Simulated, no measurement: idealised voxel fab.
voxel self aligned vias: a process module
The cross-section on display is named cut; it measures 205 nm wide, and its cells are 5 nm squares.
In this document a cross-section is written as a grid of square cells. It is given as a series of bands, listed from the top down, and a band is one or more rows of cells.
Top height, bottom height, nm. Materials left to right, width each, nm. Single material + "edge to edge" = fills band edge to edge. "empty" = empty.
Height datum 0, below which the as-received substrate wafer is one material. Lowest band open at the bottom, running downward: "from 0 down".
Read "30 to 40" as a graded width: first number on top, second number at the bottom, same change between each pair of neighbouring rows.
Take "nothing was modified" at face value: in the step it is given for, the cross-section changed in none of its cells.
"Sealed void listing" means: voids of 8 cells or more that are shut off from the top with no open way through. Written width x height at distance, distance from the left edge, in nm.
Where a step's line continues beyond its settings, the continuation is a remark by the simulator itself on that step.
overlay nm: where the mask lay relative to plan, measured to the right, on steps with a mask; negatives go left.
STEPS IN THE PROCESS PLAN
1,RECEIVE: material Si
2,CONFORMAL_DEP: material SiO2, thk nm 10
3,CONFORMAL_DEP: material SiCN, thk nm 5
4,DIRECTIONAL_DEP: material lowk, thk nm 30
5,MASKED_ETCH: tone open, mask id LINES, width nm 20, pitch nm 65, etch materials lowk, depth nm 30, overlay nm 0
6,CONFORMAL_DEP: material TiN, thk nm 5
7,FILL_DEP: material W, thk nm 5
8,CMP: height nm 45
9,SELECTIVE_ETCH: etch materials W Ru TiN, depth nm 5
10,FILL_DEP: material SiN, thk nm 5
11,CMP: height nm 45
12,DIRECTIONAL_DEP: material lowk, thk nm 5
13,PATTERN: tone open, mask id VIAS, material resist, width nm 40, pitch nm 65, thk nm 20, overlay nm 0
14,DIRECTIONAL_ETCH: etch materials lowk, depth nm 15
15,DIRECTIONAL_ETCH: etch materials SiN, depth nm 5
16,STRIP: etch materials resist
17,CONFORMAL_DEP: material TiN, thk nm 5
18,FILL_DEP: material Cu, thk nm 10
19,CMP: height nm 60
20,CONFORMAL_DEP: material SiCN, thk nm 5
The value of thk nm given for step 12 in the plan refers to the first wafer; the wafers vary in this setting and are alike at the start.
THE FIRST OF SEVERAL WAFERS IN CROSS-SECTION, EXACTLY AS IT REACHED US AFTER STEP 1
from 0 down  Si edge to edge
Sealed void listing: none
HEADS UP, THIS TABLE GOES WAFER BY WAFER. A ROW TELLS YOU, AT THE END OF THE MODULE, HOW MANY CELLS OF EACH MATERIAL THAT WAFER HAS PUT ON (+) OR DROPPED (-) SINCE IT WAS RECEIVED, AND THEN ITS CLOSED VOIDS
thk nm 5 | +77 Cu | +82 SiCN | +82 SiO2 | +101 TiN | +24 W | +167 lowk | Sealed void listing: none
thk nm 10 | +54 Cu | +82 SiCN | +82 SiO2 | +95 TiN | +24 W | +196 lowk | Sealed void listing: none
thk nm 15 | +42 Cu | +82 SiCN | +82 SiO2 | +78 TiN | +24 W | +225 lowk | Sealed void listing: none
thk nm 20 | +18 Cu | +82 SiCN | +12 SiN | +82 SiO2 | +66 TiN | +24 W | +249 lowk | Sealed void listing: none
thk nm 25 | +82 SiCN | +12 SiN | +82 SiO2 | +60 TiN | +24 W | +273 lowk | Sealed void listing: none
thk nm 30 | +82 SiCN | +12 SiN | +82 SiO2 | +36 TiN | +24 W | +297 lowk | Sealed void listing: none
